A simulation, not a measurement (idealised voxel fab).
The following is a process module called voxel double patterning.
Square cell edge 5 nm, section width 165 nm, ID cut.
A cross-section is a grid of square cells, given in bands from the top down. A band is one or more rows of cells. In this notation a band is specified by the heights of its top and bottom, in that order and in nm, after which its materials appear from left to right, each paired with its width in nm. The word "edge to edge" attached to a single material means that material fills the band from edge to edge; the word "blank" stands for empty space. A quick word on heights: they are counted from 0, and under that level the wafer as it came to us is one material throughout. The lowest band is different from the rest in having no bottom; it simply continues downward, written as in "from 0 down". The width entry "30 to 40" should be interpreted row by row: the top row of cells in the band takes the first number, the bottom row takes the second number, and the change between adjacent rows is uniform throughout. "no change occurred" after a step means that no cell of the cross-section changed. Closed empty spaces (no open way to the top) of 8 cells or more are what "Sealed cavities" lists, each as width x height at distance from the left edge, nm for all three. Past the settings on a step's line: simulator remark, on that step. When a step includes a mask, the "overlay nm" setting on its line states how far to the right of its planned place that mask lay, and negative values state how far to the left.
THE FOLLOWING LIST GIVES THE PLANNED PROCESS STEPS
| 1 | RECEIVE with material Si |
| 2 | CONFORMAL_DEP with material SiN, thk nm 5 |
| 3 | DIRECTIONAL_DEP with material SiO2, thk nm 15 |
| 4 | DIRECTIONAL_DEP with material SiCN, thk nm 5 |
| 5 | DIRECTIONAL_DEP with material aC, thk nm 15 |
| 6 | PATTERN with tone open, mask id FIRST, material resist, width nm 15, pitch nm 50, thk nm 35, overlay nm 0 |
| 7 | DIRECTIONAL_ETCH with etch materials aC, depth nm 15 |
| 8 | STRIP with etch materials resist |
| 9 | DIRECTIONAL_ETCH with etch materials SiCN, depth nm 5 |
| 10 | STRIP with etch materials aC |
| 11 | DIRECTIONAL_DEP with material aC, thk nm 15 |
| 12 | PATTERN with tone open, mask id SECOND, material resist, width nm 15, thk nm 35, overlay nm 0 |
| 13 | DIRECTIONAL_ETCH with etch materials aC, depth nm 15 |
| 14 | STRIP with etch materials resist |
| 15 | DIRECTIONAL_ETCH with etch materials SiCN, depth nm 5 |
| 16 | STRIP with etch materials aC |
| 17 | DIRECTIONAL_ETCH with etch materials SiO2, depth nm 15 |
| 18 | STRIP with etch materials SiCN |
THE CROSS-SECTION HERE SHOWS THE WAFER AS RECEIVED, I.E. IN ITS STATE AFTER STEP 1
    from 0 down | Si edge to edge
    Sealed cavities: none
THIS IS HOW THE WAFER LOOKS IN CROSS-SECTION ONCE THE MODULE IS DONE, GIVEN THE STARTING STATE AND PLAN ABOVE AND ONE MISTAKE IN CARRYING THE PLAN OUT
    from 15 to 0 | SiO2=50, then blank=15, then SiO2=10, then blank=15, then SiO2=10, then blank=15, then SiO2=50
    from 0 down | Si edge to edge
    Sealed cavities: none
Against the plan, the run slipped here: step 2 of the plan did not run at all; it was left out
